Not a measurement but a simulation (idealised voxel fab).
This section sets out a process module, namely voxel double patterning.
The cross-section on display is named cut; it measures 290 nm wide, and its cells are 5 nm squares.
Notation: cross-section as square-cell grid; stated in bands, top first, going down; one or more cell rows per band. Basically the band line says how high the top is and how high the bottom is, in nm, and then what's in it from left to right, every material with its width in nm. Empty space shows up as "empty", and if a single material carries "throughout" it runs the full band edge to edge. Convention: height 0 is the level below which the wafer, as received, is all one material. The lowest band does not terminate at the bottom but continues downward, represented as "0 and below". A width given as "30 to 40" starts at the first number in the band's top row and ends at the second number in its bottom row, shifting by an equal amount at every step from row to row. What does "no change occurred" mean for a step? It means no cell of the cross-section changed in that step. What "Catalogued sealed voids" gives you is every empty space of 8 cells or more that is cut off from the top. Each appears as width x height at distance, with the distance taken from the left edge and width, height and distance all in nm. after a step's settings: what the simulator itself notes on the step. The optional step-line setting "overlay nm" applies to steps with a mask and quantifies how far to the right of its planned location the mask lay, a negative value indicating leftward placement.

Here's what the planned process steps look like
1 RECEIVE: material Si
2 CONFORMAL_DEP: material SiO2, thk nm 5
3 DIRECTIONAL_DEP: material TiN, thk nm 20
4 DIRECTIONAL_DEP: material SiCN, thk nm 10
5 DIRECTIONAL_DEP: material aC, thk nm 10
6 PATTERN: tone open, mask id FIRST, material resist, width nm 15, pitch nm 50, thk nm 25, overlay nm 0
7 DIRECTIONAL_ETCH: etch materials aC, depth nm 10
8 STRIP: etch materials resist
9 DIRECTIONAL_ETCH: etch materials SiCN, depth nm 10
10 STRIP: etch materials aC
11 DIRECTIONAL_DEP: material aC, thk nm 15
12 PATTERN: tone open, mask id SECOND, material resist, width nm 15, pitch nm 50, thk nm 35, overlay nm 0
13 DIRECTIONAL_ETCH: etch materials aC, depth nm 15
14 STRIP: etch materials resist
15 DIRECTIONAL_ETCH: etch materials SiCN, depth nm 10
16 STRIP: etch materials aC
17 DIRECTIONAL_ETCH: etch materials TiN, depth nm 20
18 STRIP: etch materials SiCN

Below: the first of two wafers, run as planned

Cross-section of the incoming wafer, state after step 1
* 0 and below  Si throughout
* Catalogued sealed voids: none

Cross-section of the wafer after step 2
* 5 down to 0  SiO2 throughout
* Under the height 0 nothing was changed.

Cross-section of the wafer after step 3
* 25 down to 5  TiN throughout
* Under the height 5 nothing was changed.

Cross-section of the wafer after step 4
* 35 down to 25  SiCN throughout
* Under the height 25 nothing was changed.

Cross-section of the wafer after step 5
* 45 down to 35  aC throughout
* Under the height 35 nothing was changed.

Cross-section of the wafer after step 6
* 70 down to 45  85 nm resist  15 nm empty  35 nm resist  15 nm empty  35 nm resist  15 nm empty  90 nm resist
* Under the height 45 nothing was changed.

Cross-section of the wafer after step 7
* 60 down to 45  85 nm resist  15 nm empty  35 nm resist  15 nm empty  35 nm resist  15 nm empty  90 nm resist
* 45 down to 35  85 nm aC  15 nm empty  35 nm aC  15 nm empty  35 nm aC  15 nm empty  90 nm aC
* Under the height 35 nothing was changed.

Cross-section of the wafer after step 8
* 45 down to 35  85 nm aC  15 nm empty  35 nm aC  15 nm empty  35 nm aC  15 nm empty  90 nm aC
* Under the height 35 nothing was changed.

Cross-section of the wafer after step 9
* 45 down to 35  85 nm aC  15 nm empty  35 nm aC  15 nm empty  35 nm aC  15 nm empty  90 nm aC
* 35 down to 25  85 nm SiCN  15 nm empty  35 nm SiCN  15 nm empty  35 nm SiCN  15 nm empty  90 nm SiCN
* Under the height 25 nothing was changed.

Cross-section of the wafer after step 10
* 35 down to 25  85 nm SiCN  15 nm empty  35 nm SiCN  15 nm empty  35 nm SiCN  15 nm empty  90 nm SiCN
* Under the height 25 nothing was changed.

Cross-section of the wafer after step 11
* 50 down to 40  85 nm aC  15 nm empty  35 nm aC  15 nm empty  35 nm aC  15 nm empty  90 nm aC
* 40 down to 35  aC throughout
* 35 down to 25  85 nm SiCN  15 nm aC  35 nm SiCN  15 nm aC  35 nm SiCN  15 nm aC  90 nm SiCN
* Under the height 25 nothing was changed.

Cross-section of the wafer after step 12
* 85 down to 50  110 nm resist  15 nm empty  35 nm resist  15 nm empty  115 nm resist
* 50 down to 40  85 nm aC  15 nm resist  35 nm aC  15 nm resist  35 nm aC  15 nm resist  90 nm aC
* Under the height 40 nothing was changed.

Cross-section of the wafer after step 13
* 70 down to 50  110 nm resist  15 nm empty  35 nm resist  15 nm empty  115 nm resist
* 50 down to 40  85 nm aC  15 nm resist  10 nm aC  15 nm empty  10 nm aC  15 nm resist  10 nm aC  15 nm empty  10 nm aC  15 nm resist  90 nm aC
* 40 down to 35  110 nm aC  15 nm empty  35 nm aC  15 nm empty  115 nm aC
* Under the height 35 nothing was changed.

Cross-section of the wafer after step 14
* 50 down to 40  85 nm aC  15 nm empty  10 nm aC  15 nm empty  10 nm aC  15 nm empty  10 nm aC  15 nm empty  10 nm aC  15 nm empty  90 nm aC
* Under the height 40 nothing was changed.

Cross-section of the wafer after step 15
* 50 down to 40  85 nm aC  15 nm empty  10 nm aC  15 nm empty  10 nm aC  15 nm empty  10 nm aC  15 nm empty  10 nm aC  15 nm empty  90 nm aC
* 40 down to 35  110 nm aC  15 nm empty  35 nm aC  15 nm empty  115 nm aC
* 35 down to 25  85 nm SiCN  15 nm aC  10 nm SiCN  15 nm empty  10 nm SiCN  15 nm aC  10 nm SiCN  15 nm empty  10 nm SiCN  15 nm aC  90 nm SiCN
* Under the height 25 nothing was changed.

Cross-section of the wafer after step 16
* 35 down to 25  85 nm SiCN  15 nm empty  10 nm SiCN  15 nm empty  10 nm SiCN  15 nm empty  10 nm SiCN  15 nm empty  10 nm SiCN  15 nm empty  90 nm SiCN
* Under the height 25 nothing was changed.

Cross-section of the wafer after step 17
* 35 down to 25  85 nm SiCN  15 nm empty  10 nm SiCN  15 nm empty  10 nm SiCN  15 nm empty  10 nm SiCN  15 nm empty  10 nm SiCN  15 nm empty  90 nm SiCN
* 25 down to 5  85 nm TiN  15 nm empty  10 nm TiN  15 nm empty  10 nm TiN  15 nm empty  10 nm TiN  15 nm empty  10 nm TiN  15 nm empty  90 nm TiN
* Under the height 5 nothing was changed.

Cross-section of the wafer after step 18
* 25 down to 5  85 nm TiN  15 nm empty  10 nm TiN  15 nm empty  10 nm TiN  15 nm empty  10 nm TiN  15 nm empty  10 nm TiN  15 nm empty  90 nm TiN
* Under the height 5 nothing was changed.

For the second wafer, take the first wafer's start and plan, then add one mistake made in running it; everything through step 2, that step included, is shared with the first

Second wafer cross-section, taken as of the time the plan sets for step 3 to be done
* 45 down to 5  TiN throughout
* Under the height 5 nothing was changed.

Second wafer cross-section, taken as of the time the plan sets for step 4 to be done
* 55 down to 45  SiCN throughout
* Under the height 45 nothing was changed.

Second wafer cross-section, taken as of the time the plan sets for step 5 to be done
* 65 down to 55  aC throughout
* Under the height 55 nothing was changed.

Second wafer cross-section, taken as of the time the plan sets for step 6 to be done
* 90 down to 65  85 nm resist  15 nm empty  35 nm resist  15 nm empty  35 nm resist  15 nm empty  90 nm resist
* Under the height 65 nothing was changed.

Second wafer cross-section, taken as of the time the plan sets for step 7 to be done
* 80 down to 65  85 nm resist  15 nm empty  35 nm resist  15 nm empty  35 nm resist  15 nm empty  90 nm resist
* 65 down to 55  85 nm aC  15 nm empty  35 nm aC  15 nm empty  35 nm aC  15 nm empty  90 nm aC
* Under the height 55 nothing was changed.

Second wafer cross-section, taken as of the time the plan sets for step 8 to be done
* 65 down to 55  85 nm aC  15 nm empty  35 nm aC  15 nm empty  35 nm aC  15 nm empty  90 nm aC
* Under the height 55 nothing was changed.

Second wafer cross-section, taken as of the time the plan sets for step 9 to be done
* 65 down to 55  85 nm aC  15 nm empty  35 nm aC  15 nm empty  35 nm aC  15 nm empty  90 nm aC
* 55 down to 45  85 nm SiCN  15 nm empty  35 nm SiCN  15 nm empty  35 nm SiCN  15 nm empty  90 nm SiCN
* Under the height 45 nothing was changed.

Second wafer cross-section, taken as of the time the plan sets for step 10 to be done
* 55 down to 45  85 nm SiCN  15 nm empty  35 nm SiCN  15 nm empty  35 nm SiCN  15 nm empty  90 nm SiCN
* Under the height 45 nothing was changed.

Second wafer cross-section, taken as of the time the plan sets for step 11 to be done
* 70 down to 60  85 nm aC  15 nm empty  35 nm aC  15 nm empty  35 nm aC  15 nm empty  90 nm aC
* 60 down to 55  aC throughout
* 55 down to 45  85 nm SiCN  15 nm aC  35 nm SiCN  15 nm aC  35 nm SiCN  15 nm aC  90 nm SiCN
* Under the height 45 nothing was changed.

Second wafer cross-section, taken as of the time the plan sets for step 12 to be done
* 105 down to 70  110 nm resist  15 nm empty  35 nm resist  15 nm empty  115 nm resist
* 70 down to 60  85 nm aC  15 nm resist  35 nm aC  15 nm resist  35 nm aC  15 nm resist  90 nm aC
* Under the height 60 nothing was changed.

Second wafer cross-section, taken as of the time the plan sets for step 13 to be done
* 90 down to 70  110 nm resist  15 nm empty  35 nm resist  15 nm empty  115 nm resist
* 70 down to 60  85 nm aC  15 nm resist  10 nm aC  15 nm empty  10 nm aC  15 nm resist  10 nm aC  15 nm empty  10 nm aC  15 nm resist  90 nm aC
* 60 down to 55  110 nm aC  15 nm empty  35 nm aC  15 nm empty  115 nm aC
* Under the height 55 nothing was changed.

Second wafer cross-section, taken as of the time the plan sets for step 14 to be done
* 70 down to 60  85 nm aC  15 nm empty  10 nm aC  15 nm empty  10 nm aC  15 nm empty  10 nm aC  15 nm empty  10 nm aC  15 nm empty  90 nm aC
* Under the height 60 nothing was changed.

Second wafer cross-section, taken as of the time the plan sets for step 15 to be done
* 70 down to 60  85 nm aC  15 nm empty  10 nm aC  15 nm empty  10 nm aC  15 nm empty  10 nm aC  15 nm empty  10 nm aC  15 nm empty  90 nm aC
* 60 down to 55  110 nm aC  15 nm empty  35 nm aC  15 nm empty  115 nm aC
* 55 down to 45  85 nm SiCN  15 nm aC  10 nm SiCN  15 nm empty  10 nm SiCN  15 nm aC  10 nm SiCN  15 nm empty  10 nm SiCN  15 nm aC  90 nm SiCN
* Under the height 45 nothing was changed.

Second wafer cross-section, taken as of the time the plan sets for step 16 to be done
* 55 down to 45  85 nm SiCN  15 nm empty  10 nm SiCN  15 nm empty  10 nm SiCN  15 nm empty  10 nm SiCN  15 nm empty  10 nm SiCN  15 nm empty  90 nm SiCN
* Under the height 45 nothing was changed.

Second wafer cross-section, taken as of the time the plan sets for step 17 to be done
* 55 down to 45  85 nm SiCN  15 nm empty  10 nm SiCN  15 nm empty  10 nm SiCN  15 nm empty  10 nm SiCN  15 nm empty  10 nm SiCN  15 nm empty  90 nm SiCN
* 45 down to 25  85 nm TiN  15 nm empty  10 nm TiN  15 nm empty  10 nm TiN  15 nm empty  10 nm TiN  15 nm empty  10 nm TiN  15 nm empty  90 nm TiN
* Under the height 25 nothing was changed.

Second wafer cross-section, taken as of the time the plan sets for step 18 to be done
* 45 down to 25  85 nm TiN  15 nm empty  10 nm TiN  15 nm empty  10 nm TiN  15 nm empty  10 nm TiN  15 nm empty  10 nm TiN  15 nm empty  90 nm TiN
* Under the height 25 nothing was changed.
Diagnosis: step 3 was run twice
Final wafer comparison in cells, second versus first, more or fewer per material: 232 more of TiN
